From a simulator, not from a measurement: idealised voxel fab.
process module | voxel transistor to metal
cross-section cut | 150 nm wide | cells 5 nm
A cross-section is a grid of square cells, given in bands from the top down. A band is one or more rows of cells.
Each band's line starts with the height of the band's top and of its bottom, in nm. Then come its materials from left to right, each with its width in nm. One material with "throughout" fills the band from edge to edge. "air" is empty space.
Height 0 is the level under which the wafer as received is all one material. The lowest band goes on downwards, as in "0 down".
A width such as "30 to 40" changes by the same amount from each row of cells to the next, from the band's top row to its bottom row.
"no change" after a step means that no cell of the cross-section changed.
closed voids: empty space of 8 cells or more with no open way to the top, each as width x height at its distance from the left edge, in nm
after a step's settings: what the simulator itself notes on the step
overlay nm, on a step with a mask: how far to the right of its planned place the mask lay; to the left if negative
plan
1 op RECEIVE | material Si
2 op OXIDIZE | depth nm 5
3 op CONFORMAL_DEP | material SiN | thk nm 15
4 op DIRECTIONAL_DEP | material aC | thk nm 10
5 op PATTERN | tone cover | mask id ACTIVE | material resist | width nm 105 | thk nm 25 | overlay nm 0
6 op DIRECTIONAL_ETCH | etch materials aC | depth nm 10
7 op STRIP | etch materials resist
8 op DIRECTIONAL_ETCH | etch materials SiN | depth nm 15
9 op DIRECTIONAL_ETCH | etch materials SiO2 | depth nm 5
10 op DIRECTIONAL_ETCH | etch materials Si | depth nm 30
11 op STRIP | etch materials aC
12 op FILL_DEP | material SiO2 | thk nm 10
13 op CMP | height nm 15
14 op SELECTIVE_ETCH | etch materials SiO2 | depth nm 15
15 op STRIP | etch materials SiN
16 op SELECTIVE_ETCH | etch materials SiO2 | depth nm 5
17 op OXIDIZE | depth nm 5
18 op DIRECTIONAL_DEP | material polySi | thk nm 30
19 op DIRECTIONAL_DEP | material SiCN | thk nm 15
20 op DIRECTIONAL_DEP | material aC | thk nm 10
21 op PATTERN | tone cover | mask id GATE | material resist | width nm 25 | thk nm 25 | overlay nm 0
22 op DIRECTIONAL_ETCH | etch materials aC | depth nm 10
23 op STRIP | etch materials resist
24 op DIRECTIONAL_ETCH | etch materials SiCN | depth nm 25
25 op DIRECTIONAL_ETCH | etch materials polySi | depth nm 40
26 op STRIP | etch materials aC
27 op CONFORMAL_DEP | material SiN | thk nm 10
28 op DIRECTIONAL_ETCH | etch materials SiN | depth nm 10
29 op DIRECTIONAL_ETCH | etch materials SiO2 | depth nm 5
30 op DIRECTIONAL_ETCH | etch materials Si | depth nm 10
31 op EPI | material pSi | thk nm 10
32 op FILL_DEP | material SiO2 | thk nm 5
33 op CMP | height nm 25
34 op STRIP | etch materials polySi
35 op SELECTIVE_ETCH | etch materials SiO2 | depth nm 5
36 op CONFORMAL_DEP | material HfO2 | thk nm 5
37 op CONFORMAL_DEP | material TiN | thk nm 5
38 op FILL_DEP | material W | thk nm 5
39 op CMP | height nm 20
40 op DIRECTIONAL_DEP | material SiO2 | thk nm 15
41 op MASKED_ETCH | tone open | mask id CONTACT | width nm 20 | pitch nm 75 | etch materials SiO2 | depth nm 45 | overlay nm 0
42 op CONFORMAL_DEP | material TiN | thk nm 5
43 op FILL_DEP | material W | thk nm 5
44 op CMP | height nm 35
45 op DIRECTIONAL_DEP | material TiN | thk nm 5
46 op DIRECTIONAL_DEP | material W | thk nm 20
47 op MASKED_ETCH | tone cover | mask id METAL_1 | width nm 20 | pitch nm 75 | etch materials W | depth nm 20 | overlay nm 0
48 op MASKED_ETCH | tone cover | mask id METAL_1 | width nm 20 | pitch nm 75 | etch materials TiN | depth nm 5 | overlay nm 0
49 op CONFORMAL_DEP | material SiCN | thk nm 5
50 op FILL_DEP | material SiO2 | thk nm 5
51 op CMP | height nm 60
52 op CONFORMAL_DEP | material SiCN | thk nm 5
as received, after step 1
  0 down: Si throughout
  closed voids: none
a wafer at the end: this start, this plan, one mistake
  65 to 60: SiCN throughout
  60 to 45: W 25 | SiCN 5 | SiO2 10 | SiCN 5 | W 55 | SiCN 5 | SiO2 10 | SiCN 5 | W 30
  45 to 40: W 25 | SiCN 20 | W 55 | SiCN 20 | W 30
  40 to 35: TiN throughout
  35 to 20: SiO2 25 | TiN 5 | W 10 | TiN 5 | SiO2 55 | TiN 5 | W 10 | TiN 5 | SiO2 30
  20 to 5: SiO2 25 | TiN 5 | W 10 | TiN 5 | SiO2 5 | SiN 10 | HfO2 5 | TiN 5 | W 5 | TiN 5 | HfO2 5 | SiN 10 | SiO2 5 | TiN 5 | W 10 | TiN 5 | SiO2 30
  5 to 0: SiO2 25 | TiN 5 | W 5 | TiN 10 | SiO2 5 | SiN 10 | HfO2 5 | TiN 5 | W 5 | TiN 5 | HfO2 5 | SiN 10 | SiO2 5 | TiN 10 | W 5 | TiN 5 | SiO2 30
  0 to -5: SiO2 25 | TiN 5 | W 5 | TiN 5 | pSi 10 | SiN 10 | HfO2 5 | TiN 15 | HfO2 5 | SiN 10 | pSi 10 | TiN 5 | W 5 | TiN 5 | SiO2 30
  -5 to -10: SiO2 25 | TiN 15 | pSi 10 | SiO2 5 | HfO2 35 | SiO2 5 | pSi 10 | TiN 15 | SiO2 30
  -10 to -20: SiO2 20 | pSi 30 | Si 45 | pSi 30 | SiO2 25
  -20 to -35: SiO2 20 | Si 105 | SiO2 25
  -35 down: Si throughout
  closed voids: none
what went wrong: step 47 ran as: op MASKED_ETCH | tone open | mask id METAL_1 | width nm 20 | pitch nm 75 | etch materials W | depth nm 20 | overlay nm 0
